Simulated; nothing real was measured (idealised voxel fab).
The following is a process module called voxel transistor to metal.
The figure presents cross-section cut, which has a width of 195 nm and is divided into square cells with an edge length of 5 nm.
We lay out every cross-section as a grid of square cells and spell it out in bands from the top down, where one band means one or more rows of cells.
This entry defines a band. It first specifies the height of the band's top and the height of its bottom in nm, and then specifies the band's materials from left to right, stating each material with its width in nm. The word "throughout" identifies a single material that fills the band from edge to edge, while the word "blank" identifies empty space.
Heads up on the height convention: 0 is the point under which the incoming wafer is all one material, and the lowest band has no bottom, it just keeps going down, like "0..down".
Per-row width for "30->40": begins at first number (top row of band), ends at second number (bottom row), increment between rows held constant.
What does "nothing different" mean for a step? It means no cell of the cross-section changed in that step.
Enclosed void listing: empty space of 8 cells or more with no open way to the top, each as width x height at its distance from the left edge, in nm
On a step's line, text after the settings is the simulator commenting on that step.
A step's line can hold "overlay nm"; with a mask on that step, the setting says how far right of the planned place the mask lay, while a negative setting says it lay to the left.

-- Listed below are the process steps as planned
1,RECEIVE [material Si]
2,OXIDIZE [depth nm 5]
3,CONFORMAL_DEP [material SiN] [thk nm 10]
4,MASKED_ETCH [tone cover] [mask id ACTIVE] [width nm 115] [etch materials SiN] [depth nm 10] [overlay nm 0]
5,MASKED_ETCH [tone cover] [mask id ACTIVE] [width nm 115] [etch materials SiO2] [depth nm 5] [overlay nm 0]
6,MASKED_ETCH [tone cover] [mask id ACTIVE] [width nm 115] [etch materials Si] [depth nm 35] [overlay nm 0]
7,FILL_DEP [material SiO2] [thk nm 10]
8,CMP [height nm 10]
9,SELECTIVE_ETCH [etch materials SiO2] [depth nm 10]
10,STRIP [etch materials SiN]
11,SELECTIVE_ETCH [etch materials SiO2] [depth nm 5]
12,OXIDIZE [depth nm 5]
13,DIRECTIONAL_DEP [material polySi] [thk nm 30]
14,DIRECTIONAL_DEP [material SiCN] [thk nm 15]
15,DIRECTIONAL_DEP [material aC] [thk nm 10]
16,PATTERN [tone cover] [mask id GATE] [material resist] [width nm 25] [thk nm 30] [overlay nm 0]
17,DIRECTIONAL_ETCH [etch materials aC] [depth nm 10]
18,STRIP [etch materials resist]
19,DIRECTIONAL_ETCH [etch materials SiCN] [depth nm 25]
20,DIRECTIONAL_ETCH [etch materials polySi] [depth nm 40]
21,STRIP [etch materials aC]
22,CONFORMAL_DEP [material SiO2] [thk nm 5]
23,DIRECTIONAL_ETCH [etch materials SiO2] [depth nm 5]
24,CONFORMAL_DEP [material SiN] [thk nm 5]
25,DIRECTIONAL_ETCH [etch materials SiN] [depth nm 5]
26,DIRECTIONAL_ETCH [etch materials SiO2] [depth nm 5]
27,EPI [material nSi] [thk nm 5]
28,FILL_DEP [material SiO2] [thk nm 10]
29,CMP [height nm 40]
30,DIRECTIONAL_DEP [material SiO2] [thk nm 10]
31,PATTERN [tone open] [mask id CONTACT] [material resist] [width nm 15] [pitch nm 80] [thk nm 15] [overlay nm 0]
32,DIRECTIONAL_ETCH [etch materials SiO2] [depth nm 55]
33,STRIP [etch materials resist]
34,CONFORMAL_DEP [material TiN] [thk nm 5]
35,FILL_DEP [material Ru] [thk nm 10]
36,CMP [height nm 50]
37,CONFORMAL_DEP [material SiN] [thk nm 5]
38,DIRECTIONAL_DEP [material SiO2] [thk nm 20]
39,DIRECTIONAL_DEP [material aC] [thk nm 15]
40,PATTERN [tone open] [mask id METAL_1] [material resist] [width nm 15] [pitch nm 80] [thk nm 35] [overlay nm 0]
41,DIRECTIONAL_ETCH [etch materials aC] [depth nm 15]
42,STRIP [etch materials resist]
43,DIRECTIONAL_ETCH [etch materials SiO2] [depth nm 20]
44,DIRECTIONAL_ETCH [etch materials SiN] [depth nm 5]
45,STRIP [etch materials aC]
46,CONFORMAL_DEP [material TiN] [thk nm 5]
47,FILL_DEP [material Cu] [thk nm 10]
48,CMP [height nm 75]
49,CONFORMAL_DEP [material SiCN] [thk nm 5]

-- As-received state of the wafer in cross-section, equivalent to post-step 1
  0..down  Si throughout
  Enclosed void listing: none

-- First wafer of two, sectioned at end of module; run went per plan
  80..75  SiCN throughout
  75..55  50 SiO2, 5 TiN, 5 Cu, 5 TiN, 65 SiO2, 5 TiN, 5 Cu, 5 TiN, 50 SiO2
  55..50  50 SiN, 15 TiN, 65 SiN, 15 TiN, 50 SiN
  50..40  50 SiO2, 5 TiN, 5 Ru, 5 TiN, 65 SiO2, 5 TiN, 5 Ru, 5 TiN, 50 SiO2
  40..25  50 SiO2, 5 TiN, 5 Ru, 5 TiN, 10 SiO2, 5 SiN, 5 SiO2, 25 SiCN, 5 SiO2, 5 SiN, 10 SiO2, 5 TiN, 5 Ru, 5 TiN, 50 SiO2
  25..0  50 SiO2, 5 TiN, 5 Ru, 5 TiN, 10 SiO2, 5 SiN, 5 SiO2, 25 polySi, 5 SiO2, 5 SiN, 10 SiO2, 5 TiN, 5 Ru, 5 TiN, 50 SiO2
  0..-5  50 SiO2, 15 TiN, 10 SiO2, 5 SiN, 5 SiO2, 25 polySi, 5 SiO2, 5 SiN, 10 SiO2, 15 TiN, 50 SiO2
  -5..-10  35 SiO2, 40 nSi, 45 SiO2, 40 nSi, 35 SiO2
  -10..-40  40 SiO2, 115 Si, 40 SiO2
  -40..down  Si throughout
  Enclosed void listing: none

-- End of module, second wafer, cross-section. Started like the first, planned like the first, run with one mistake
  95..90  SiCN throughout
  90..80  Cu throughout
  80..75  55 TiN, 5 Cu, 75 TiN, 5 Cu, 55 TiN
  75..55  50 SiO2, 5 TiN, 5 Cu, 5 TiN, 65 SiO2, 5 TiN, 5 Cu, 5 TiN, 50 SiO2
  55..50  50 SiN, 15 TiN, 65 SiN, 15 TiN, 50 SiN
  50..40  50 SiO2, 5 TiN, 5 Ru, 5 TiN, 65 SiO2, 5 TiN, 5 Ru, 5 TiN, 50 SiO2
  40..25  50 SiO2, 5 TiN, 5 Ru, 5 TiN, 10 SiO2, 5 SiN, 5 SiO2, 25 SiCN, 5 SiO2, 5 SiN, 10 SiO2, 5 TiN, 5 Ru, 5 TiN, 50 SiO2
  25..0  50 SiO2, 5 TiN, 5 Ru, 5 TiN, 10 SiO2, 5 SiN, 5 SiO2, 25 polySi, 5 SiO2, 5 SiN, 10 SiO2, 5 TiN, 5 Ru, 5 TiN, 50 SiO2
  0..-5  50 SiO2, 15 TiN, 10 SiO2, 5 SiN, 5 SiO2, 25 polySi, 5 SiO2, 5 SiN, 10 SiO2, 15 TiN, 50 SiO2
  -5..-10  35 SiO2, 40 nSi, 45 SiO2, 40 nSi, 35 SiO2
  -10..-40  40 SiO2, 115 Si, 40 SiO2
  -40..down  Si throughout
  Enclosed void listing: none
The plan and the run diverged here: step 48 was dropped from the plan's execution and never run
Final tally in cells, some materials are higher or lower on the second wafer than on the first: +80 Cu | +37 TiN
